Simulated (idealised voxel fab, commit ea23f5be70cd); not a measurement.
Process module in this document: voxel ribs on slabs
FYI the section here is cut, 240 nm wide, cells are 5 nm squares.
A cross-section in this document is a grid of square cells, and it is written down as bands, the top band listed before the ones below it; a band is made up of one or more rows of cells.
Top height, bottom height, nm. Materials left to right, width each, nm. Single material + "full width" = fills band edge to edge. "blank" = empty.
We count height from 0. Below that, the starting wafer is all one material. The lowest band never ends at the bottom but goes on down; see "z 0 and below" for how that is written.
Read "30->40" as a graded width: first number on top, second number at the bottom, same change between each pair of neighbouring rows.
"everything unchanged" -> step changed no cross-section cell.
Entrapped voids: empty space of 8 cells or more with no open way to the top, each as width x height at its distance from the left edge, in nm
Whatever follows a step's settings on its line is a remark the simulator itself makes about that step.
Regarding "overlay nm": on a step with a mask, it is the distance the mask lay to the right of its planned place; a negative value places it to the left.
STEPS IN THE PROCESS PLAN
1. RECEIVE: material Si
2. DIRECTIONAL_DEP: material SiO2, thk nm 30
3. DIRECTIONAL_DEP: material SiN, thk nm 20
4. PATTERN: tone cover, mask id RIB, material resist, width nm 20, thk nm 15, overlay nm 0
5. DIRECTIONAL_ETCH: etch materials SiN, depth nm 10
6. STRIP: etch materials resist
7. PATTERN: tone cover, mask id SLAB, material resist, width nm 70, thk nm 15, overlay nm 0
8. DIRECTIONAL_ETCH: etch materials SiN, depth nm 10
9. STRIP: etch materials resist
10. FILL_DEP: material SiO2, thk nm 30
11. CMP: height nm 70
12. DIRECTIONAL_DEP: material W, thk nm 10
13. MASKED_ETCH: tone cover, mask id HEATER, width nm 30, etch materials W, depth nm 10, overlay nm 0
14. CONFORMAL_DEP: material SiO2, thk nm 10
ACCOUNT OF THE FIRST OF TWO WAFERS, WHICH WAS PROCESSED AS INTENDED
AS-RECEIVED STATE OF THE WAFER IN CROSS-SECTION, EQUIVALENT TO POST-STEP 1
	z 0 and below | Si full width
	Entrapped voids: none
THE WAFER IN CROSS-SECTION ONCE STEP 2 IS COMPLETE
	z 30 to 0 | SiO2 full width
	All layers under 0 are left as they were.
THE WAFER IN CROSS-SECTION ONCE STEP 3 IS COMPLETE
	z 50 to 30 | SiN full width
	All layers under 30 are left as they were.
THE WAFER IN CROSS-SECTION ONCE STEP 4 IS COMPLETE
	z 65 to 50 | 110 blank, then 20 resist, then 110 blank
	All layers under 50 are left as they were.
THE WAFER IN CROSS-SECTION ONCE STEP 5 IS COMPLETE
	z 65 to 50 | 110 blank, then 20 resist, then 110 blank
	z 50 to 40 | 110 blank, then 20 SiN, then 110 blank
	All layers under 40 are left as they were.
THE WAFER IN CROSS-SECTION ONCE STEP 6 IS COMPLETE
	z 50 to 40 | 110 blank, then 20 SiN, then 110 blank
	All layers under 40 are left as they were.
THE WAFER IN CROSS-SECTION ONCE STEP 7 IS COMPLETE
	z 65 to 50 | 85 blank, then 70 resist, then 85 blank
	z 50 to 40 | 85 blank, then 25 resist, then 20 SiN, then 25 resist, then 85 blank
	All layers under 40 are left as they were.
THE WAFER IN CROSS-SECTION ONCE STEP 8 IS COMPLETE
	z 65 to 50 | 85 blank, then 70 resist, then 85 blank
	z 50 to 40 | 85 blank, then 25 resist, then 20 SiN, then 25 resist, then 85 blank
	z 40 to 30 | 85 blank, then 70 SiN, then 85 blank
	All layers under 30 are left as they were.
THE WAFER IN CROSS-SECTION ONCE STEP 9 IS COMPLETE
	z 50 to 40 | 110 blank, then 20 SiN, then 110 blank
	All layers under 40 are left as they were.
THE WAFER IN CROSS-SECTION ONCE STEP 10 IS COMPLETE
	z 80 to 50 | SiO2 full width
	z 50 to 40 | 110 SiO2, then 20 SiN, then 110 SiO2
	z 40 to 30 | 85 SiO2, then 70 SiN, then 85 SiO2
	All layers under 30 are left as they were.
THE WAFER IN CROSS-SECTION ONCE STEP 11 IS COMPLETE
	z 70 to 50 | SiO2 full width
	All layers under 50 are left as they were.
THE WAFER IN CROSS-SECTION ONCE STEP 12 IS COMPLETE
	z 80 to 70 | W full width
	All layers under 70 are left as they were.
THE WAFER IN CROSS-SECTION ONCE STEP 13 IS COMPLETE
	z 80 to 70 | 105 blank, then 30 W, then 105 blank
	All layers under 70 are left as they were.
THE WAFER IN CROSS-SECTION ONCE STEP 14 IS COMPLETE
	z 90 to 80 | 95 blank, then 50 SiO2, then 95 blank
	z 80 to 70 | 105 SiO2, then 30 W, then 105 SiO2
	All layers under 70 are left as they were.
SECOND WAFER (IDENTICAL START AND PLAN, ONE PROCESSING ERROR; MATCHES FIRST WAFER THROUGH STEP 2)
THE SECOND WAFER IN CROSS-SECTION, AT THE PLANNED CLOSE OF STEP 3
	z 45 to 30 | SiN full width
	All layers under 30 are left as they were.
THE SECOND WAFER IN CROSS-SECTION, AT THE PLANNED CLOSE OF STEP 4
	z 60 to 45 | 110 blank, then 20 resist, then 110 blank
	All layers under 45 are left as they were.
THE SECOND WAFER IN CROSS-SECTION, AT THE PLANNED CLOSE OF STEP 5
	z 60 to 45 | 110 blank, then 20 resist, then 110 blank
	z 45 to 35 | 110 blank, then 20 SiN, then 110 blank
	All layers under 35 are left as they were.
THE SECOND WAFER IN CROSS-SECTION, AT THE PLANNED CLOSE OF STEP 6
	z 45 to 35 | 110 blank, then 20 SiN, then 110 blank
	All layers under 35 are left as they were.
THE SECOND WAFER IN CROSS-SECTION, AT THE PLANNED CLOSE OF STEP 7
	z 60 to 45 | 85 blank, then 70 resist, then 85 blank
	z 45 to 35 | 85 blank, then 25 resist, then 20 SiN, then 25 resist, then 85 blank
	All layers under 35 are left as they were.
THE SECOND WAFER IN CROSS-SECTION, AT THE PLANNED CLOSE OF STEP 8
	z 60 to 45 | 85 blank, then 70 resist, then 85 blank
	z 45 to 35 | 85 blank, then 25 resist, then 20 SiN, then 25 resist, then 85 blank
	z 35 to 30 | 85 blank, then 70 SiN, then 85 blank
	All layers under 30 are left as they were.
THE SECOND WAFER IN CROSS-SECTION, AT THE PLANNED CLOSE OF STEP 9
	z 45 to 35 | 110 blank, then 20 SiN, then 110 blank
	All layers under 35 are left as they were.
THE SECOND WAFER IN CROSS-SECTION, AT THE PLANNED CLOSE OF STEP 10
	z 75 to 45 | SiO2 full width
	z 45 to 35 | 110 SiO2, then 20 SiN, then 110 SiO2
	z 35 to 30 | 85 SiO2, then 70 SiN, then 85 SiO2
	All layers under 30 are left as they were.
THE SECOND WAFER IN CROSS-SECTION, AT THE PLANNED CLOSE OF STEP 11
	z 70 to 45 | SiO2 full width
	All layers under 45 are left as they were.
THE SECOND WAFER IN CROSS-SECTION, AT THE PLANNED CLOSE OF STEP 12
	z 80 to 70 | W full width
	All layers under 70 are left as they were.
THE SECOND WAFER IN CROSS-SECTION, AT THE PLANNED CLOSE OF STEP 13
	z 80 to 70 | 105 blank, then 30 W, then 105 blank
	All layers under 70 are left as they were.
THE SECOND WAFER IN CROSS-SECTION, AT THE PLANNED CLOSE OF STEP 14
	z 90 to 80 | 95 blank, then 50 SiO2, then 95 blank
	z 80 to 70 | 105 SiO2, then 30 W, then 105 SiO2
	All layers under 70 are left as they were.
In executing the process, a mistake was made relative to the plan: step 3: run off-plan, actual operation and settings DIRECTIONAL_DEP: material SiN, thk nm 15
Final tally in cells, some materials are higher or lower on the second wafer than on the first: SiN -14 | SiO2 +14
